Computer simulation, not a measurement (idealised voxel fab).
Process module in this document: voxel local oxidation
The cross-section on display is named cut; it measures 160 nm wide, and its cells are 5 nm squares.
In this document a cross-section is written as a grid of square cells. It is given as a series of bands, listed from the top down, and a band is one or more rows of cells. Read a band's entry like this: the first values are the height of its top and the height of its bottom in nm, and what follows is the sequence of materials from left to right, each with its width in nm. Note that "empty" is empty space, and that a single material marked "all across" reaches across the band from edge to edge. Ref level 0: as-received wafer is one material below here. Bottom band extends down with no lower bound ("0 nm and below"). Width "30->40": first value at the band's top row of cells, second value at its bottom row, equal change from row to row. Any step labelled "nothing altered" changed none of the cells in the cross-section. "Sealed internal cavities" - sealed voids, min. 8 cells, no opening to top; format: width x height at distance (distance from left edge; nm throughout). On each step's line, the part that comes after the settings is the simulator's own comment on the step. overlay nm: where the mask lay relative to plan, measured to the right, on steps with a mask; negatives go left.

### Process steps (planned)
| 1 | RECEIVE (material Si) |
| 2 | CONFORMAL_DEP (material SiO2; thk nm 5) |
| 3 | CONFORMAL_DEP (material SiN; thk nm 15) |
| 4 | DIRECTIONAL_DEP (material aC; thk nm 15) |
| 5 | PATTERN (tone cover; mask id ACTIVE; material resist; width nm 100; thk nm 30; overlay nm 0) |
| 6 | DIRECTIONAL_ETCH (etch materials aC; depth nm 15) |
| 7 | STRIP (etch materials resist) |
| 8 | DIRECTIONAL_ETCH (etch materials SiN; depth nm 15) |
| 9 | STRIP (etch materials aC) |
| 10 | SELECTIVE_ETCH (etch materials SiO2; depth nm 5) |
| 11 | OXIDIZE (depth nm 10) |
| 12 | STRIP (etch materials SiN) |

### First wafer out of two, processed as planned

### Shown in cross-section is the wafer as received, that is, as it stands after step 1
> 0 nm and below: Si all across
> Sealed internal cavities: none

### Step 2 complete: cross-section through the wafer
> 5 nm to 0 nm: SiO2 all across
> Below a height of 0, the structure has not been altered.

### Step 3 complete: cross-section through the wafer
> 20 nm to 5 nm: SiN all across
> Below a height of 5, the structure has not been altered.

### Step 4 complete: cross-section through the wafer
> 35 nm to 20 nm: aC all across
> Below a height of 20, the structure has not been altered.

### Step 5 complete: cross-section through the wafer
> 65 nm to 35 nm: empty (30) / resist (100) / empty (30)
> Below a height of 35, the structure has not been altered.

### Step 6 complete: cross-section through the wafer
> 50 nm to 35 nm: empty (30) / resist (100) / empty (30)
> 35 nm to 20 nm: empty (30) / aC (100) / empty (30)
> Below a height of 20, the structure has not been altered.

### Step 7 complete: cross-section through the wafer
> 35 nm to 20 nm: empty (30) / aC (100) / empty (30)
> Below a height of 20, the structure has not been altered.

### Step 8 complete: cross-section through the wafer
> 35 nm to 20 nm: empty (30) / aC (100) / empty (30)
> 20 nm to 5 nm: empty (30) / SiN (100) / empty (30)
> Below a height of 5, the structure has not been altered.

### Step 9 complete: cross-section through the wafer
> 20 nm to 5 nm: empty (30) / SiN (100) / empty (30)
> Below a height of 5, the structure has not been altered.

### Step 10 complete: cross-section through the wafer
> 20 nm to 5 nm: empty (30) / SiN (100) / empty (30)
> 5 nm to 0 nm: empty (35) / SiO2 (90) / empty (35)
> Below a height of 0, the structure has not been altered.

### Step 11 complete: cross-section through the wafer
> 20 nm to 5 nm: empty (30) / SiN (100) / empty (30)
> 5 nm to 0 nm: empty (35) / SiO2 (90) / empty (35)
> 0 nm to -10 nm: SiO2 (45) / Si (70) / SiO2 (45)
> Below a height of -10, the structure has not been altered.

### Step 12 complete: cross-section through the wafer
> 5 nm to 0 nm: empty (35) / SiO2 (90) / empty (35)
> Below a height of 0, the structure has not been altered.

### Wafer two of two - same starting point, same process plan, one mistake in execution; matches wafer one up to and including step 4

### Cross-section, second wafer, at the end time the plan gives for step 5
> 65 nm to 35 nm: resist (30) / empty (100) / resist (30)
> Below a height of 35, the structure has not been altered.

### Cross-section, second wafer, at the end time the plan gives for step 6
> 50 nm to 35 nm: resist (30) / empty (100) / resist (30)
> 35 nm to 20 nm: aC (30) / empty (100) / aC (30)
> Below a height of 20, the structure has not been altered.

### Cross-section, second wafer, at the end time the plan gives for step 7
> 35 nm to 20 nm: aC (30) / empty (100) / aC (30)
> Below a height of 20, the structure has not been altered.

### Cross-section, second wafer, at the end time the plan gives for step 8
> 35 nm to 20 nm: aC (30) / empty (100) / aC (30)
> 20 nm to 5 nm: SiN (30) / empty (100) / SiN (30)
> Below a height of 5, the structure has not been altered.

### Cross-section, second wafer, at the end time the plan gives for step 9
> 20 nm to 5 nm: SiN (30) / empty (100) / SiN (30)
> Below a height of 5, the structure has not been altered.

### Cross-section, second wafer, at the end time the plan gives for step 10
> 20 nm to 5 nm: SiN (30) / empty (100) / SiN (30)
> 5 nm to 0 nm: SiO2 (25) / empty (110) / SiO2 (25)
> Below a height of 0, the structure has not been altered.

### Cross-section, second wafer, at the end time the plan gives for step 11
> 20 nm to 5 nm: SiN (30) / empty (100) / SiN (30)
> 5 nm to 0 nm: SiO2 (25) / empty (110) / SiO2 (25)
> 0 nm to -10 nm: Si (15) / SiO2 (130) / Si (15)
> Below a height of -10, the structure has not been altered.

### Cross-section, second wafer, at the end time the plan gives for step 12
> 5 nm to 0 nm: SiO2 (25) / empty (110) / SiO2 (25)
> Below a height of 0, the structure has not been altered.
The mistake made against the process plan was this: step 5 ran differently from the plan; actual operation with settings: PATTERN (tone open; mask id ACTIVE; material resist; width nm 100; thk nm 30; overlay nm 0)
The closing comparison, in cells, has the second wafer with more or fewer of some materials than the first: 16 fewer of Si; 8 more of SiO2
